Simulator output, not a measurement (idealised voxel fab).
The following process module bears the name voxel local oxidation.
Section cut is 255 nm wide and gridded with 5 nm square cells.
Notation: cross-section as square-cell grid; stated in bands, top first, going down; one or more cell rows per band.
Heads up on the band format: heights come first, top then bottom, in nm. After that it's the materials left to right, each with its width in nm. A single material flagged "throughout" fills the whole band edge to edge, and "air" means there's empty space there.
Heights are measured from 0, the level below which the as-received wafer is all one material; the lowest band has no bottom and continues downward, written as in "z 0 and below".
Think of "30..40" as a width that walks from the first number to the second as you go down the band, top row to bottom row, taking equal-sized steps from row to row.
"nothing different", as given for a step, is the statement that not any cell of the cross-section underwent a change during that step.
You'll see "Sealed void list" listing empty spaces that have no way open to the top, as long as they're 8 cells or more; the notation is width x height at distance, where the distance is from the left edge, and all of it is in nm.
after a step's settings: what the simulator itself notes on the step
overlay nm: on a step with a mask, how far right of its planned place the mask lay; negative means left.

## plan
1) RECEIVE: material Si
2) CONFORMAL_DEP: material SiO2, thk nm 5
3) CONFORMAL_DEP: material SiN, thk nm 15
4) DIRECTIONAL_DEP: material aC, thk nm 15
5) PATTERN: tone cover, mask id ACTIVE, material resist, width nm 130, thk nm 35, overlay nm 0
6) DIRECTIONAL_ETCH: etch materials aC, depth nm 15
7) STRIP: etch materials resist
8) DIRECTIONAL_ETCH: etch materials SiN, depth nm 15
9) STRIP: etch materials aC
10) SELECTIVE_ETCH: etch materials SiO2, depth nm 5
11) OXIDIZE: depth nm 15
12) STRIP: etch materials SiN

## On the first of the two wafers: run conducted according to plan

## Wafer cross-section on receipt, i.e. after step 1
* z 0 and below  Si throughout
* Sealed void list: none

## Wafer xsec, post step 2
* z 5 to 0  SiO2 throughout
* Below 0, no change.

## Wafer xsec, post step 3
* z 20 to 5  SiN throughout
* Below 5, no change.

## Wafer xsec, post step 4
* z 35 to 20  aC throughout
* Below 20, no change.

## Wafer xsec, post step 5
* z 70 to 35  air 60 nm | resist 130 nm | air 65 nm
* Below 35, no change.

## Wafer xsec, post step 6
* z 55 to 35  air 60 nm | resist 130 nm | air 65 nm
* z 35 to 20  air 60 nm | aC 130 nm | air 65 nm
* Below 20, no change.

## Wafer xsec, post step 7
* z 35 to 20  air 60 nm | aC 130 nm | air 65 nm
* Below 20, no change.

## Wafer xsec, post step 8
* z 35 to 20  air 60 nm | aC 130 nm | air 65 nm
* z 20 to 5  air 60 nm | SiN 130 nm | air 65 nm
* Below 5, no change.

## Wafer xsec, post step 9
* z 20 to 5  air 60 nm | SiN 130 nm | air 65 nm
* Below 5, no change.

## Wafer xsec, post step 10
* z 20 to 5  air 60 nm | SiN 130 nm | air 65 nm
* z 5 to 0  air 65 nm | SiO2 120 nm | air 70 nm
* Below 0, no change.

## Wafer xsec, post step 11
* z 20 to 5  air 60 nm | SiN 130 nm | air 65 nm
* z 5 to 0  air 65 nm | SiO2 120 nm | air 70 nm
* z 0 to -15  SiO2 80 nm | Si 90 nm | SiO2 85 nm
* Below -15, no change.

## Wafer xsec, post step 12
* z 5 to 0  air 65 nm | SiO2 120 nm | air 70 nm
* Below 0, no change.

## Wafer two: like wafer one in start and plan, but with one mistake in execution; identical up to and including step 1

Look at the second wafer in cross-section at the time step 2 ought to have finished: nothing different

## Look at the second wafer in cross-section at the time step 3 ought to have finished
* z 15 to 0  SiN throughout
* Below 0, no change.

## Look at the second wafer in cross-section at the time step 4 ought to have finished
* z 30 to 15  aC throughout
* Below 15, no change.

## Look at the second wafer in cross-section at the time step 5 ought to have finished
* z 65 to 30  air 60 nm | resist 130 nm | air 65 nm
* Below 30, no change.

## Look at the second wafer in cross-section at the time step 6 ought to have finished
* z 50 to 30  air 60 nm | resist 130 nm | air 65 nm
* z 30 to 15  air 60 nm | aC 130 nm | air 65 nm
* Below 15, no change.

## Look at the second wafer in cross-section at the time step 7 ought to have finished
* z 30 to 15  air 60 nm | aC 130 nm | air 65 nm
* Below 15, no change.

## Look at the second wafer in cross-section at the time step 8 ought to have finished
* z 30 to 15  air 60 nm | aC 130 nm | air 65 nm
* z 15 to 0  air 60 nm | SiN 130 nm | air 65 nm
* Below 0, no change.

## Look at the second wafer in cross-section at the time step 9 ought to have finished
* z 15 to 0  air 60 nm | SiN 130 nm | air 65 nm
* Below 0, no change.

Look at the second wafer in cross-section at the time step 10 ought to have finished: nothing different

## Look at the second wafer in cross-section at the time step 11 ought to have finished
* z 15 to 0  air 60 nm | SiN 130 nm | air 65 nm
* z 0 to -15  SiO2 75 nm | Si 100 nm | SiO2 80 nm
* Below -15, no change.

## Look at the second wafer in cross-section at the time step 12 ought to have finished
* z 0 to -15  SiO2 75 nm | Si 100 nm | SiO2 80 nm
* Below -15, no change.
Misprocessing identified: the plan's step 2 went unexecuted, having been skipped
At the finish, the second wafer shows more or fewer cells for some materials than the first does: Si: 6 more | SiO2: 30 fewer
